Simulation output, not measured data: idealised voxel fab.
The process module that follows is named voxel spacer lines.
Section shown: cut. Width: 280 nm. Cell size: 5 nm, square.
Cross-section spec: square-cell grid; bands listed top down; each band is one or more rows. It is stipulated that each band's entry specify, in nanometres, the height of the top of the band and then that of its bottom, followed by the materials of the band in left-to-right sequence, each together with its width in nanometres. A single material marked by the word "all across" is understood to fill the band from edge to edge; the word "empty" is understood to denote empty space. Height is counted from the level 0, under which the received wafer is composed throughout of one material. The lowest of the bands is not closed at the bottom but continues downward, in the notation "top 0, no bottom". With a width like "30..40", each row of cells in the band differs from the next by the same amount, the top row carrying the first number and the bottom row the second. "nothing different" after a step means that no cell of the cross-section changed. In the "Listed closed voids" entry, you get each enclosed empty space of 8 cells or more, one with no open way to the top, written width x height at distance, distance from the left edge, in nm. What comes after the settings on a step's line is commentary from the simulator itself on that step. You can add "overlay nm" to a step's line. For a step with a mask, it describes how far the mask lay to the right of its planned position, and a negative number describes a lay to the left.
-- Steps planned for the process
1) RECEIVE: material Si
2) CONFORMAL_DEP: material SiO2, thk nm 5
3) DIRECTIONAL_DEP: material TiN, thk nm 10
4) DIRECTIONAL_DEP: material polySi, thk nm 25
5) PATTERN: tone cover, mask id MANDREL, material resist, width nm 15, pitch nm 50, thk nm 30, overlay nm 0
6) DIRECTIONAL_ETCH: etch materials polySi, depth nm 25
7) STRIP: etch materials resist
8) CONFORMAL_DEP: material SiN, thk nm 10
9) DIRECTIONAL_ETCH: etch materials SiN, depth nm 10
10) STRIP: etch materials polySi
11) DIRECTIONAL_ETCH: etch materials TiN, depth nm 10
12) STRIP: etch materials SiN
-- Incoming wafer, cross-sectional view, post step 1
> top 0, no bottom: Si all across
> Listed closed voids: none
-- Run as planned - first of the two wafers cross-sectioned at the end of the module
> top 15, bottom 5: 70 empty / 10 TiN / 15 empty / 10 TiN / 15 empty / 10 TiN / 15 empty / 10 TiN / 15 empty / 10 TiN / 15 empty / 10 TiN / 75 empty
> top 5, bottom 0: SiO2 all across
> top 0, no bottom: Si all across
> Listed closed voids: none
-- Cross-sectional view: second of two wafers, end of module; start and plan identical to the first, one mistake in running
> top 25, bottom 15: 70 empty / 10 TiN / 15 empty / 10 TiN / 15 empty / 10 TiN / 15 empty / 10 TiN / 15 empty / 10 TiN / 15 empty / 10 TiN / 75 empty
> top 15, bottom 0: SiO2 all across
> top 0, no bottom: Si all across
> Listed closed voids: none
Here's what went sideways: step 2 ran with different settings than intended, the actual operation and settings being CONFORMAL_DEP: material SiO2, thk nm 15
Looking at both finished wafers in cells, the second ends up ahead of or behind the first on some materials: SiO2: 112 more
